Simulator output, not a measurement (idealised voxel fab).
Module name: voxel double patterning (process module)
Section cut is 295 nm wide and gridded with 5 nm square cells.
Cross-section = grid of square cells, listed top down in bands; band = one or more rows.
Top, bottom (nm), then materials left to right with widths (nm); lone material tagged "full width" fills the whole band edge to edge; "empty" = empty space.
Heights from 0 (as-received wafer is one material below). Bottom band endless downward, as "from 0 down".
You'd read "30..40" like this: the band's top row of cells is as wide as the first number, its bottom row is as wide as the second, and going down, every row changes width by the same amount as the row before did.
"left unchanged" -> step changed no cross-section cell.
Look at "Enclosed cavity list" for the closed voids: empty spaces with no open path to the top, sized 8 cells or up. Each is width x height at distance, distance from the left edge, all nm.
after a step's settings: what the simulator itself notes on the step
A step's line can hold "overlay nm"; with a mask on that step, the setting says how far right of the planned place the mask lay, while a negative setting says it lay to the left.
These are the steps we planned for the process
1 RECEIVE | material Si
2 CONFORMAL_DEP | material SiO2 | thk nm 5
3 DIRECTIONAL_DEP | material W | thk nm 10
4 DIRECTIONAL_DEP | material SiCN | thk nm 10
5 DIRECTIONAL_DEP | material aC | thk nm 15
6 PATTERN | tone open | mask id FIRST | material resist | width nm 15 | pitch nm 50 | thk nm 35 | overlay nm 0
7 DIRECTIONAL_ETCH | etch materials aC | depth nm 15
8 STRIP | etch materials resist
9 DIRECTIONAL_ETCH | etch materials SiCN | depth nm 10
10 STRIP | etch materials aC
11 MASKED_ETCH | tone open | mask id SECOND | width nm 15 | etch materials SiCN | depth nm 10 | overlay nm 0
12 DIRECTIONAL_ETCH | etch materials W | depth nm 10
13 STRIP | etch materials SiCN
First wafer, two in total, run as planned
The cross-section here shows the wafer as received, i.e. in its state after step 1
    from 0 down  Si full width
    Enclosed cavity list: none
So this is the wafer cross-section right after step 2
    from 5 to 0  SiO2 full width
    Unchanged below 0.
So this is the wafer cross-section right after step 3
    from 15 to 5  W full width
    Unchanged below 5.
So this is the wafer cross-section right after step 4
    from 25 to 15  SiCN full width
    Unchanged below 15.
So this is the wafer cross-section right after step 5
    from 40 to 25  aC full width
    Unchanged below 25.
So this is the wafer cross-section right after step 6
    from 75 to 40  resist 115, then empty 15, then resist 35, then empty 15, then resist 115
    Unchanged below 40.
So this is the wafer cross-section right after step 7
    from 60 to 40  resist 115, then empty 15, then resist 35, then empty 15, then resist 115
    from 40 to 25  aC 115, then empty 15, then aC 35, then empty 15, then aC 115
    Unchanged below 25.
So this is the wafer cross-section right after step 8
    from 40 to 25  aC 115, then empty 15, then aC 35, then empty 15, then aC 115
    Unchanged below 25.
So this is the wafer cross-section right after step 9
    from 40 to 25  aC 115, then empty 15, then aC 35, then empty 15, then aC 115
    from 25 to 15  SiCN 115, then empty 15, then SiCN 35, then empty 15, then SiCN 115
    Unchanged below 15.
So this is the wafer cross-section right after step 10
    from 25 to 15  SiCN 115, then empty 15, then SiCN 35, then empty 15, then SiCN 115
    Unchanged below 15.
So this is the wafer cross-section right after step 11
    from 25 to 15  SiCN 115, then empty 15, then SiCN 10, then empty 15, then SiCN 10, then empty 15, then SiCN 115
    Unchanged below 15.
So this is the wafer cross-section right after step 12
    from 25 to 15  SiCN 115, then empty 15, then SiCN 10, then empty 15, then SiCN 10, then empty 15, then SiCN 115
    from 15 to 5  W 115, then empty 15, then W 10, then empty 15, then W 10, then empty 15, then W 115
    Unchanged below 5.
So this is the wafer cross-section right after step 13
    from 15 to 5  W 115, then empty 15, then W 10, then empty 15, then W 10, then empty 15, then W 115
    Unchanged below 5.
Second wafer, same starting state and plan as the first, one mistake in the run, identical through step 1
Second wafer, section view, time point: scheduled end of step 2
    from 10 to 0  W full width
    Unchanged below 0.
Second wafer, section view, time point: scheduled end of step 3
    from 15 to 10  SiO2 full width
    Unchanged below 10.
Second wafer, section view, time point: scheduled end of step 4
    from 25 to 15  SiCN full width
    Unchanged below 15.
Second wafer, section view, time point: scheduled end of step 5
    from 40 to 25  aC full width
    Unchanged below 25.
Second wafer, section view, time point: scheduled end of step 6
    from 75 to 40  resist 115, then empty 15, then resist 35, then empty 15, then resist 115
    Unchanged below 40.
Second wafer, section view, time point: scheduled end of step 7
    from 60 to 40  resist 115, then empty 15, then resist 35, then empty 15, then resist 115
    from 40 to 25  aC 115, then empty 15, then aC 35, then empty 15, then aC 115
    Unchanged below 25.
Second wafer, section view, time point: scheduled end of step 8
    from 40 to 25  aC 115, then empty 15, then aC 35, then empty 15, then aC 115
    Unchanged below 25.
Second wafer, section view, time point: scheduled end of step 9
    from 40 to 25  aC 115, then empty 15, then aC 35, then empty 15, then aC 115
    from 25 to 15  SiCN 115, then empty 15, then SiCN 35, then empty 15, then SiCN 115
    Unchanged below 15.
Second wafer, section view, time point: scheduled end of step 10
    from 25 to 15  SiCN 115, then empty 15, then SiCN 35, then empty 15, then SiCN 115
    Unchanged below 15.
Second wafer, section view, time point: scheduled end of step 11
    from 25 to 15  SiCN 115, then empty 15, then SiCN 10, then empty 15, then SiCN 10, then empty 15, then SiCN 115
    Unchanged below 15.
Second wafer, section view, time point: scheduled end of step 12: left unchanged
Second wafer, section view, time point: scheduled end of step 13
    from 15 to 10  SiO2 full width
    Unchanged below 10.
Deviation noted in wafer processing: the run placed steps 2 and 3 each in the position the plan gave to the other
At the finish, the second wafer shows more or fewer cells for some materials than the first does: 18 more of W
